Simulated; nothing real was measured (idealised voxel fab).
process module | voxel quadruple lines
cross-section cut | 300 nm wide | cells 5 nm
A cross-section is a grid of square cells, given in bands from the top down. A band is one or more rows of cells.
Each band's line starts with the height of the band's top and of its bottom, in nm. Then come its materials from left to right, each with its width in nm. One material with "throughout" fills the band from edge to edge. "air" is empty space.
Height 0 is the level under which the wafer as received is all one material. The lowest band goes on downwards, as in "0 down".
A width such as "30 to 40" changes by the same amount from each row of cells to the next, from the band's top row to its bottom row.
"no change" after a step means that no cell of the cross-section changed.
closed voids: empty space of 8 cells or more with no open way to the top, each as width x height at its distance from the left edge, in nm
after a step's settings: what the simulator itself notes on the step
overlay nm, on a step with a mask: how far to the right of its planned place the mask lay; to the left if negative
plan
1 op RECEIVE | material Si
2 op CONFORMAL_DEP | material Al2O3 | thk nm 5
3 op DIRECTIONAL_DEP | material W | thk nm 15
4 op DIRECTIONAL_DEP | material polySi | thk nm 20
5 op DIRECTIONAL_DEP | material aC | thk nm 25
6 op PATTERN | tone cover | mask id MANDREL | material resist | width nm 25 | pitch nm 80 | thk nm 35 | overlay nm 0
7 op DIRECTIONAL_ETCH | etch materials aC | depth nm 25
8 op STRIP | etch materials resist
9 op CONFORMAL_DEP | material SiO2 | thk nm 15
10 op DIRECTIONAL_ETCH | etch materials SiO2 | depth nm 15
11 op STRIP | etch materials aC
12 op DIRECTIONAL_ETCH | etch materials polySi | depth nm 20
13 op STRIP | etch materials SiO2
14 op CONFORMAL_DEP | material SiCN | thk nm 5
15 op DIRECTIONAL_ETCH | etch materials SiCN | depth nm 5
16 op STRIP | etch materials polySi
17 op DIRECTIONAL_ETCH | etch materials W | depth nm 15
18 op STRIP | etch materials SiCN
19 op FILL_DEP | material SiO2 | thk nm 10
20 op CMP | height nm 20
as received, after step 1
  0 down: Si throughout
  closed voids: none
a wafer at the end: this start, this plan, one mistake
  20 to 15: Al2O3 throughout
  15 to 0: W throughout
  0 down: Si throughout
  closed voids: none
what went wrong: steps 2 and 3 were swapped
